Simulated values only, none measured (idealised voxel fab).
Proc. module: voxel capacitor over wiring
Each square cell in cross-section cut measures 5 nm, and the section as a whole is 210 nm wide.
Square cells in a grid make up a cross-section in this document, and the grid is given as bands, listed from the top down, each one or more rows of cells.
Within each band entry, the heights of the top and of the bottom of the band appear first, in that order and in nm; the materials of the band then follow from left to right, each with its corresponding width in nm. The designation "everywhere" on a single material indicates that it fills the band from edge to edge; the designation "empty" indicates empty space.
Heights are expressed relative to 0, this being the level below which the as-received wafer comprises one material exclusively. The lowest band is unbounded in the downward direction and is denoted as in "0 -> down".
The expression "30->40" gives the width at the extremes of the band, the first number at its top row of cells and the second at its bottom row, with the width changing by equal amounts from each row to the next in between.
Take "changes: none" at face value: in the step it is given for, the cross-section changed in none of its cells.
Reported under the label "Encapsulated voids" are the empty spaces having no open way to the top and comprising 8 cells or more; the notation for each is width x height at distance, in which the distance is measured from the left edge and all three values are in nm.
Post-settings text on a step line: simulator's own remark regarding the step.
Each step line may optionally specify "overlay nm", which for a step with a mask gives the rightward distance between the mask's planned place and where it lay, a negative value indicating the leftward direction.

Process steps - plan:
1: RECEIVE with material Si
2: CONFORMAL_DEP with material SiO2, thk nm 15
3: CONFORMAL_DEP with material SiCN, thk nm 5
4: DIRECTIONAL_DEP with material SiO2, thk nm 25
5: MASKED_ETCH with tone open, mask id METAL_1, width nm 25, pitch nm 75, etch materials SiO2, depth nm 25, overlay nm 0
6: MASKED_ETCH with tone open, mask id METAL_1, width nm 25, pitch nm 75, etch materials SiCN, depth nm 5, overlay nm 0
7: CONFORMAL_DEP with material TiN, thk nm 5
8: FILL_DEP with material W, thk nm 10
9: CMP with height nm 45
10: EPI with material Ru, thk nm 5
11: FILL_DEP with material SiCN, thk nm 5
12: DIRECTIONAL_DEP with material SiO2, thk nm 10
13: MASKED_ETCH with tone open, mask id PLUG_1, width nm 15, etch materials SiO2, depth nm 10, overlay nm 0
14: MASKED_ETCH with tone open, mask id PLUG_1, width nm 15, etch materials SiCN, depth nm 5, overlay nm 0
15: CONFORMAL_DEP with material TiN, thk nm 5
16: FILL_DEP with material W, thk nm 5
17: CMP with height nm 65
18: DIRECTIONAL_DEP with material TiN, thk nm 10
19: DIRECTIONAL_DEP with material Al2O3, thk nm 5
20: DIRECTIONAL_DEP with material TiN, thk nm 10
21: PATTERN with tone cover, mask id UPPER_PLATE, material resist, width nm 55, thk nm 20, overlay nm 0
22: DIRECTIONAL_ETCH with etch materials TiN, depth nm 10
23: DIRECTIONAL_ETCH with etch materials Al2O3, depth nm 5
24: STRIP with etch materials resist
25: PATTERN with tone cover, mask id LOWER_PLATE, material resist, width nm 65, thk nm 15, overlay nm 0
26: DIRECTIONAL_ETCH with etch materials TiN, depth nm 10
27: STRIP with etch materials resist
28: FILL_DEP with material SiO2, thk nm 20
29: CMP with height nm 105
30: PATTERN with tone open, mask id PLUG_2, material resist, width nm 15, thk nm 20, overlay nm 0
31: DIRECTIONAL_ETCH with etch materials SiO2, depth nm 15
32: STRIP with etch materials resist
33: CONFORMAL_DEP with material TiN, thk nm 5
34: FILL_DEP with material Ru, thk nm 5
35: CMP with height nm 105
36: CONFORMAL_DEP with material SiCN, thk nm 5

Cross-section, incoming material, after step 1:
  0 -> down = Si everywhere
  Encapsulated voids: none

End-of-module XS, first of two wafers, run as planned:
  110 -> 105 = SiCN everywhere
  105 -> 95 = 75 nm SiO2 / 5 nm TiN / 5 nm Ru / 5 nm TiN / 120 nm SiO2
  95 -> 90 = 75 nm SiO2 / 15 nm TiN / 120 nm SiO2
  90 -> 80 = 65 nm SiO2 / 55 nm TiN / 90 nm SiO2
  80 -> 75 = 65 nm SiO2 / 55 nm Al2O3 / 90 nm SiO2
  75 -> 65 = 60 nm SiO2 / 65 nm TiN / 85 nm SiO2
  65 -> 55 = 65 nm SiO2 / 5 nm TiN / 5 nm W / 5 nm TiN / 130 nm SiO2
  55 -> 50 = 65 nm SiCN / 15 nm TiN / 130 nm SiCN
  50 -> 45 = 50 nm SiCN / 35 nm Ru / 40 nm SiCN / 35 nm Ru / 50 nm SiCN
  45 -> 20 = 55 nm SiO2 / 5 nm TiN / 15 nm W / 5 nm TiN / 50 nm SiO2 / 5 nm TiN / 15 nm W / 5 nm TiN / 55 nm SiO2
  20 -> 15 = 55 nm SiCN / 25 nm TiN / 50 nm SiCN / 25 nm TiN / 55 nm SiCN
  15 -> 0 = SiO2 everywhere
  0 -> down = Si everywhere
  Encapsulated voids: none

Wafer two, end of module, cross-section. Same start, same plan as wafer one. One mistake in the run:
  110 -> 105 = SiCN everywhere
  105 -> 95 = 75 nm SiO2 / 5 nm TiN / 5 nm Ru / 5 nm TiN / 120 nm SiO2
  95 -> 90 = 75 nm SiO2 / 15 nm TiN / 120 nm SiO2
  90 -> 80 = 65 nm SiO2 / 55 nm TiN / 90 nm SiO2
  80 -> 75 = 65 nm SiO2 / 55 nm Al2O3 / 90 nm SiO2
  75 -> 65 = 60 nm SiO2 / 65 nm TiN / 85 nm SiO2
  65 -> 60 = 65 nm SiO2 / 5 nm TiN / 5 nm W / 5 nm TiN / 130 nm SiO2
  60 -> 55 = 65 nm SiO2 / 15 nm TiN / 130 nm SiO2
  55 -> 50 = 65 nm SiCN / 10 nm TiN / 135 nm SiCN
  50 -> 45 = 50 nm SiCN / 35 nm Ru / 40 nm SiCN / 35 nm Ru / 50 nm SiCN
  45 -> 20 = 55 nm SiO2 / 5 nm TiN / 15 nm W / 5 nm TiN / 50 nm SiO2 / 5 nm TiN / 15 nm W / 5 nm TiN / 55 nm SiO2
  20 -> 15 = 55 nm SiCN / 25 nm TiN / 50 nm SiCN / 25 nm TiN / 55 nm SiCN
  15 -> 0 = SiO2 everywhere
  0 -> down = Si everywhere
  Encapsulated voids: none
Where did the run depart from the plan? step 14 did not use the planned setting and instead ran as MASKED_ETCH with tone open, mask id PLUG_1, width nm 15, etch materials SiCN, depth nm 5, overlay nm -5
Cell-count delta at end, second wafer over first, by material: 1 more of SiCN | 1 fewer of W
